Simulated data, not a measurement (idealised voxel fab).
Presented below is a process module, voxel released beams.
We display cut, a cross-section 255 nm in width whose square cells are each 5 nm.
For the purposes of this document, a cross-section shall be understood as a grid of square cells, specified as bands listed in top-to-bottom order, each band consisting of one or more rows of cells. This entry defines a band. It first specifies the height of the band's top and the height of its bottom in nm, and then specifies the band's materials from left to right, stating each material with its width in nm. The word "edge to edge" identifies a single material that fills the band from edge to edge, while the word "empty" identifies empty space. Basically, 0 is our baseline, since under it the wafer straight out of the box is all one material. The bottom band has no lower end and keeps on going down, so it looks like "0 down". The notation "30..40" denotes a width that varies across the rows of cells in the band, beginning at the first number in the top row, finishing at the second number in the bottom row, and changing by an identical amount from each row to the next. Step note "no alterations made" = no cross-section cell changed. Entry "Closed void table". Content: empty spaces with no open connection to the top, size 8 cells or greater. Each: width x height at distance. Distance: from left edge. Unit: nm. Whatever follows a step's settings on its line is a remark the simulator itself makes about that step. Regarding "overlay nm": on a step with a mask, it is the distance the mask lay to the right of its planned place; a negative value places it to the left.
-- The steps planned for the process are as follows
1 RECEIVE: material Si
2 CONFORMAL_DEP: material SiN, thk nm 5
3 DIRECTIONAL_DEP: material SiO2, thk nm 15
4 DIRECTIONAL_DEP: material aC, thk nm 10
5 PATTERN: tone open, mask id ANCHOR, material resist, width nm 35, thk nm 30, overlay nm 0
6 DIRECTIONAL_ETCH: etch materials aC, depth nm 10
7 STRIP: etch materials resist
8 DIRECTIONAL_ETCH: etch materials SiO2, depth nm 15
9 STRIP: etch materials aC
10 CONFORMAL_DEP: material TiN, thk nm 15
11 DIRECTIONAL_DEP: material aC, thk nm 10
12 PATTERN: tone cover, mask id BEAM, material resist, width nm 80, thk nm 25, overlay nm 0
13 DIRECTIONAL_ETCH: etch materials aC, depth nm 10
14 STRIP: etch materials resist
15 DIRECTIONAL_ETCH: etch materials TiN, depth nm 15
16 STRIP: etch materials aC
17 STRIP: etch materials SiO2
-- This is the cross-section of the wafer as we received it, i.e. after step 1
0 down  Si edge to edge
Closed void table: none
-- First of two wafers: cross-section at end of module, run per plan
35 to 20  85 empty, then 20 TiN, then 5 empty, then 55 TiN, then 90 empty
20 to 5  90 empty, then 35 TiN, then 130 empty
5 to 0  SiN edge to edge
0 down  Si edge to edge
Closed void table: none
-- Cross-section at end of module for the second wafer of two, which matched the first in starting point and plan and differed by one mistake in its processing
35 to 20  85 empty, then 80 TiN, then 90 empty
20 to 15  SiN edge to edge
15 to 0  SiO2 edge to edge
0 down  Si edge to edge
Closed void table: none
Which mistake was made when the wafer was run? steps 2 and 3 of the plan were each performed in the slot designated for the other
Looking at both finished wafers in cells, the second ends up ahead of or behind the first on some materials: +153 SiO2 | -18 TiN
